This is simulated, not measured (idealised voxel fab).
process module | voxel quadruple lines
cross-section cut | 245 nm wide | cells 5 nm
A cross-section is a grid of square cells, given in bands from the top down. A band is one or more rows of cells.
Each band's line starts with the height of the band's top and of its bottom, in nm. Then come its materials from left to right, each with its width in nm. One material with "throughout" fills the band from edge to edge. "air" is empty space.
Height 0 is the level under which the wafer as received is all one material. The lowest band goes on downwards, as in "0 down".
A width such as "30 to 40" changes by the same amount from each row of cells to the next, from the band's top row to its bottom row.
"no change" after a step means that no cell of the cross-section changed.
closed voids: empty space of 8 cells or more with no open way to the top, each as width x height at its distance from the left edge, in nm
after a step's settings: what the simulator itself notes on the step
overlay nm, on a step with a mask: how far to the right of its planned place the mask lay; to the left if negative
plan
1 op RECEIVE | material Si
2 op CONFORMAL_DEP | material Al2O3 | thk nm 5
3 op DIRECTIONAL_DEP | material TiN | thk nm 10
4 op DIRECTIONAL_DEP | material polySi | thk nm 20
5 op DIRECTIONAL_DEP | material aC | thk nm 25
6 op PATTERN | tone cover | mask id MANDREL | material resist | width nm 25 | pitch nm 100 | thk nm 30 | overlay nm 0
7 op DIRECTIONAL_ETCH | etch materials aC | depth nm 25
8 op STRIP | etch materials resist
9 op CONFORMAL_DEP | material SiO2 | thk nm 15
10 op DIRECTIONAL_ETCH | etch materials SiO2 | depth nm 15
11 op STRIP | etch materials aC
12 op DIRECTIONAL_ETCH | etch materials polySi | depth nm 20
13 op STRIP | etch materials SiO2
14 op CONFORMAL_DEP | material SiCN | thk nm 10
15 op DIRECTIONAL_ETCH | etch materials SiCN | depth nm 10
16 op STRIP | etch materials polySi
17 op DIRECTIONAL_ETCH | etch materials TiN | depth nm 10
18 op STRIP | etch materials SiCN
varied across the wafers: width nm of step 6. The plan shows the first wafer's value. All wafers start alike
first wafer as received, after step 1
  0 down: Si throughout
  closed voids: none
first wafer at the end, after step 18
  15 to 5: air 35 | TiN 10 | air 15 | TiN 10 | air 5 | TiN 10 | air 15 | TiN 10 | air 25 | TiN 10 | air 15 | TiN 10 | air 5 | TiN 10 | air 15 | TiN 10 | air 35
  5 to 0: Al2O3 throughout
  0 down: Si throughout
  closed voids: none
last wafer at the end
  15 to 5: air 25 | TiN 10 | air 15 | TiN 10 | air 30 | TiN 10 | air 15 | TiN 20 | air 15 | TiN 10 | air 30 | TiN 10 | air 15 | TiN 10 | air 20
  5 to 0: Al2O3 throughout
  0 down: Si throughout
  closed voids: none
each wafer at the end: cells of each material gained (+) or lost (-) since it was received, then its closed voids
width nm 25 | +49 Al2O3 | +32 TiN | closed voids: none
width nm 30 | +49 Al2O3 | +32 TiN | closed voids: none
width nm 35 | +49 Al2O3 | +32 TiN | closed voids: none
width nm 40 | +49 Al2O3 | +32 TiN | closed voids: none
width nm 45 | +49 Al2O3 | +32 TiN | closed voids: none
width nm 50 | +49 Al2O3 | +32 TiN | closed voids: none
